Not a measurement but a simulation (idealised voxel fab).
process module | voxel wiring stack
cross-section cut | 270 nm wide | cells 5 nm
A cross-section is a grid of square cells, given in bands from the top down. A band is one or more rows of cells.
Each band's line starts with the height of the band's top and of its bottom, in nm. Then come its materials from left to right, each with its width in nm. One material with "throughout" fills the band from edge to edge. "air" is empty space.
Height 0 is the level under which the wafer as received is all one material. The lowest band goes on downwards, as in "0 down".
A width such as "30 to 40" changes by the same amount from each row of cells to the next, from the band's top row to its bottom row.
"no change" after a step means that no cell of the cross-section changed.
closed voids: empty space of 8 cells or more with no open way to the top, each as width x height at its distance from the left edge, in nm
after a step's settings: what the simulator itself notes on the step
overlay nm, on a step with a mask: how far to the right of its planned place the mask lay; to the left if negative
plan
1 op RECEIVE | material Si
2 op CONFORMAL_DEP | material SiO2 | thk nm 10
3 op CONFORMAL_DEP | material SiCN | thk nm 5
4 op DIRECTIONAL_DEP | material SiO2 | thk nm 20
5 op DIRECTIONAL_DEP | material aC | thk nm 10
6 op PATTERN | tone open | mask id METAL_1 | material resist | width nm 20 | pitch nm 45 | thk nm 30 | overlay nm 0
7 op DIRECTIONAL_ETCH | etch materials aC | depth nm 10
8 op STRIP | etch materials resist
9 op DIRECTIONAL_ETCH | etch materials SiO2 | depth nm 20
10 op DIRECTIONAL_ETCH | etch materials SiCN | depth nm 5
11 op STRIP | etch materials aC
12 op CONFORMAL_DEP | material TiN | thk nm 5
13 op FILL_DEP | material Cu | thk nm 10
14 op CMP | height nm 35
15 op EPI | material Ru | thk nm 5
16 op FILL_DEP | material SiCN | thk nm 5
17 op DIRECTIONAL_DEP | material SiO2 | thk nm 20
18 op PATTERN | tone open | mask id PLUG_1 | material resist | width nm 15 | thk nm 15 | overlay nm 0
19 op DIRECTIONAL_ETCH | etch materials SiO2 | depth nm 20
20 op DIRECTIONAL_ETCH | etch materials SiCN | depth nm 5
21 op STRIP | etch materials resist
22 op CONFORMAL_DEP | material TiN | thk nm 5
23 op FILL_DEP | material Ru | thk nm 5
24 op CMP | height nm 65
25 op DIRECTIONAL_DEP | material TiN | thk nm 5
26 op DIRECTIONAL_DEP | material Ru | thk nm 25
27 op MASKED_ETCH | tone cover | mask id METAL_2 | width nm 20 | pitch nm 45 | etch materials Ru | depth nm 25 | overlay nm 0
28 op MASKED_ETCH | tone cover | mask id METAL_2 | width nm 20 | pitch nm 45 | etch materials TiN | depth nm 5 | overlay nm 0
29 op CONFORMAL_DEP | material SiN | thk nm 5
30 op FILL_DEP | material lowk | thk nm 5
31 op CMP | height nm 95
32 op CONFORMAL_DEP | material SiCN | thk nm 5
33 op DIRECTIONAL_DEP | material SiO2 | thk nm 15
34 op PATTERN | tone open | mask id PLUG_2 | material resist | width nm 15 | pitch nm 45 | thk nm 15 | overlay nm 0
35 op DIRECTIONAL_ETCH | etch materials SiO2 | depth nm 15
36 op DIRECTIONAL_ETCH | etch materials SiCN | depth nm 5
37 op STRIP | etch materials resist
38 op CONFORMAL_DEP | material TiN | thk nm 5
39 op FILL_DEP | material Ru | thk nm 10
40 op CMP | height nm 115
41 op DIRECTIONAL_DEP | material TiN | thk nm 5
42 op DIRECTIONAL_DEP | material Ru | thk nm 15
43 op MASKED_ETCH | tone cover | mask id METAL_3 | width nm 20 | pitch nm 45 | etch materials Ru | depth nm 15 | overlay nm 0
44 op MASKED_ETCH | tone cover | mask id METAL_3 | width nm 20 | pitch nm 45 | etch materials TiN | depth nm 5 | overlay nm 0
45 op CONFORMAL_DEP | material SiCN | thk nm 5
46 op FILL_DEP | material SiO2 | thk nm 10
47 op CMP | height nm 135
48 op CONFORMAL_DEP | material SiCN | thk nm 5
as received, after step 1
  0 down: Si throughout
  closed voids: none
first wafer at the end, as planned
  140 to 135: SiCN throughout
  135 to 120: SiO2 95 | SiCN 5 | Ru 20 | SiCN 5 | SiO2 15 | SiCN 5 | Ru 20 | SiCN 5 | SiO2 100
  120 to 115: SiCN 100 | TiN 20 | SiCN 25 | TiN 20 | SiCN 105
  115 to 100: SiO2 100 | TiN 5 | Ru 5 | TiN 5 | SiO2 30 | TiN 5 | Ru 5 | TiN 5 | SiO2 110
  100 to 95: SiCN 100 | TiN 15 | SiCN 30 | TiN 15 | SiCN 110
  95 to 70: lowk 95 | SiN 5 | Ru 20 | SiN 5 | lowk 15 | SiN 5 | Ru 20 | SiN 5 | lowk 100
  70 to 65: SiN 100 | TiN 20 | SiN 25 | TiN 20 | SiN 105
  65 to 45: SiO2 100 | TiN 5 | Ru 5 | TiN 5 | SiO2 155
  45 to 40: SiCN 100 | TiN 15 | SiCN 155
  40 to 35: SiCN 95 | Ru 30 | SiCN 15 | Ru 30 | SiCN 100
  35 to 15: SiO2 100 | TiN 5 | Cu 10 | TiN 5 | SiO2 25 | TiN 5 | Cu 10 | TiN 5 | SiO2 105
  15 to 10: SiCN 100 | TiN 20 | SiCN 25 | TiN 20 | SiCN 105
  10 to 0: SiO2 throughout
  0 down: Si throughout
  closed voids: none
second wafer at the end: like start, like plan, one mistake
  140 to 135: SiCN throughout
  135 to 120: SiO2 95 | SiCN 5 | Ru 20 | SiCN 5 | SiO2 15 | SiCN 5 | Ru 20 | SiCN 5 | SiO2 100
  120 to 115: SiCN 100 | TiN 20 | SiCN 25 | TiN 20 | SiCN 105
  115 to 100: SiO2 100 | TiN 5 | Ru 5 | TiN 5 | SiO2 30 | TiN 5 | Ru 5 | TiN 5 | SiO2 110
  100 to 95: SiCN 100 | TiN 15 | SiCN 30 | TiN 15 | SiCN 110
  95 to 75: lowk 90 | SiN 5 | Ru 20 | SiN 5 | lowk 15 | SiN 5 | Ru 20 | SiN 5 | lowk 105
  75 to 70: lowk 90 | SiN 5 | Ru 20 | SiN 10 | lowk 10 | SiN 5 | Ru 20 | SiN 10 | lowk 100
  70 to 65: SiN 95 | TiN 25 | SiN 20 | TiN 25 | SiN 105
  65 to 45: SiO2 100 | TiN 5 | Ru 5 | TiN 5 | SiO2 155
  45 to 40: SiCN 100 | TiN 15 | SiCN 155
  40 to 35: SiCN 95 | Ru 30 | SiCN 15 | Ru 30 | SiCN 100
  35 to 15: SiO2 100 | TiN 5 | Cu 10 | TiN 5 | SiO2 25 | TiN 5 | Cu 10 | TiN 5 | SiO2 105
  15 to 10: SiCN 100 | TiN 20 | SiCN 25 | TiN 20 | SiCN 105
  10 to 0: SiO2 throughout
  0 down: Si throughout
  closed voids: none
what went wrong: step 27 ran as: op MASKED_ETCH | tone cover | mask id METAL_2 | width nm 20 | pitch nm 45 | etch materials Ru | depth nm 25 | overlay nm -5
at the end the second wafer has, in cells: 2 more of TiN | 2 fewer of lowk
